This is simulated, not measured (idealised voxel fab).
Process module in this document: voxel released beams
Shown is cross-section cut, with a width of 260 nm and square cells of size 5 nm.
For the purposes of this document, a cross-section shall be understood as a grid of square cells, specified as bands listed in top-to-bottom order, each band consisting of one or more rows of cells. For a band, the entry starts with two heights in nm, that of the top and then that of the bottom, and carries on with the band's materials in order from left to right, each alongside its width in nm; the word "edge to edge" beside a single material means it fills the band edge to edge, and "blank" means empty space. Heads up on the height convention: 0 is the point under which the incoming wafer is all one material, and the lowest band has no bottom, it just keeps going down, like "top 0, no bottom". Note: "30..40" means the width goes from the first number (top row of the band) to the second number (bottom row) in equal steps per row of cells. Where a step carries "stayed the same", the cross-section came out of it unchanged, cell for cell. "Voids, sealed" lists enclosed empty spaces (at least 8 cells, no open path upward to the top), each as width x height at distance from the left edge, in nm. What comes after the settings on a step's line is commentary from the simulator itself on that step. overlay nm: how far to the right of its planned place the mask lay on this masked step (negative: to the left).

[Planned step list for the process]
1. RECEIVE, material Si
2. CONFORMAL_DEP, material Al2O3, thk nm 5
3. DIRECTIONAL_DEP, material SiO2, thk nm 10
4. PATTERN, tone open, mask id ANCHOR, material resist, width nm 25, thk nm 20, overlay nm 0
5. DIRECTIONAL_ETCH, etch materials SiO2, depth nm 10
6. STRIP, etch materials resist
7. CONFORMAL_DEP, material SiN, thk nm 10
8. PATTERN, tone cover, mask id BEAM, material resist, width nm 105, thk nm 15, overlay nm 0
9. DIRECTIONAL_ETCH, etch materials SiN, depth nm 10
10. STRIP, etch materials resist
11. STRIP, etch materials SiO2

[Cross-section: wafer on arrival = after step 1]
> top 0, no bottom = Si edge to edge
> Voids, sealed: none

[Final wafer profile in cross-section after the module, from the same start and plan as above, with one mistake made during processing]
> top 25, bottom 15 = blank (75) / SiN (20) / blank (5) / SiN (80) / blank (80)
> top 15, bottom 5 = blank (85) / SiN (25) / blank (150)
> top 5, bottom 0 = Al2O3 edge to edge
> top 0, no bottom = Si edge to edge
> Voids, sealed: none
Which mistake was made when the wafer was run? step 4 was processed under conditions differing from the plan, specifically as PATTERN, tone open, mask id ANCHOR, material resist, width nm 25, thk nm 20, overlay nm 5
